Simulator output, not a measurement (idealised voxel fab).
process module | voxel quadruple lines
Cross-section cut: width 275 nm, square cells of 5 nm.
Just so we're on the same page, the cross-sections are grids of square cells, and they're listed out in bands top to bottom, each band one or more rows deep.
Look at the band entry: it leads with the top's height and the bottom's height in nm. Then it lists the materials left to right, with a width in nm for each. The word "all across" on a single material says that material fills the band edge to edge. The word "empty" is empty space.
Heights are measured from 0, the level below which the as-received wafer is all one material; the lowest band has no bottom and continues downward, written as in "0 and below".
The expression "30..40" gives the width at the extremes of the band, the first number at its top row of cells and the second at its bottom row, with the width changing by equal amounts from each row to the next in between.
Step note "changes: none" = no cross-section cell changed.
"Closed internal cavities" enumerates empty spaces isolated from the top, with no open way to it, that contain at least 8 cells, giving each as width x height at distance from the left edge, all three in nm.
On each step's line, the part that comes after the settings is the simulator's own comment on the step.
The line of a step may include "overlay nm". On a step with a mask, this value is how far to the right of its planned place the mask lay. A negative value means the mask lay to the left.

-- List of planned process steps
| 1 | RECEIVE | material Si |
| 2 | CONFORMAL_DEP | material SiO2 | thk nm 10 |
| 3 | DIRECTIONAL_DEP | material Ru | thk nm 10 |
| 4 | DIRECTIONAL_DEP | material polySi | thk nm 15 |
| 5 | DIRECTIONAL_DEP | material aC | thk nm 25 |
| 6 | PATTERN | tone cover | mask id MANDREL | material resist | width nm 25 | thk nm 35 | overlay nm -15 |
| 7 | DIRECTIONAL_ETCH | etch materials aC | depth nm 25 |
| 8 | STRIP | etch materials resist |
| 9 | CONFORMAL_DEP | material SiO2 | thk nm 15 |
| 10 | DIRECTIONAL_ETCH | etch materials SiO2 | depth nm 15 |
| 11 | STRIP | etch materials aC |
| 12 | DIRECTIONAL_ETCH | etch materials polySi | depth nm 15 |
| 13 | STRIP | etch materials SiO2 |
| 14 | CONFORMAL_DEP | material SiCN | thk nm 5 |
| 15 | DIRECTIONAL_ETCH | etch materials SiCN | depth nm 5 |
| 16 | STRIP | etch materials polySi |
| 17 | DIRECTIONAL_ETCH | etch materials Ru | depth nm 10 |
| 18 | STRIP | etch materials SiCN |
Don't read the plan's overlay nm for step 6 as applying to every wafer: that's the first wafer's value, and the wafers differ in it, though they all start identical.

-- Incoming state of the first of several wafers in cross-section: after step 1
	0 and below  Si all across
	Closed internal cavities: none

-- Take any row and you have a wafer at the end of the module: how many cells of each material it has gained (+) or lost (-) since it was received, and then its closed voids
overlay nm -15 | +8 Ru | +110 SiO2 | Closed internal cavities: none
overlay nm -10 | +8 Ru | +110 SiO2 | Closed internal cavities: none
overlay nm -5 | +8 Ru | +110 SiO2 | Closed internal cavities: none
overlay nm 0 | +8 Ru | +110 SiO2 | Closed internal cavities: none
overlay nm 5 | +8 Ru | +110 SiO2 | Closed internal cavities: none
overlay nm 10 | +8 Ru | +110 SiO2 | Closed internal cavities: none
overlay nm 15 | +8 Ru | +110 SiO2 | Closed internal cavities: none
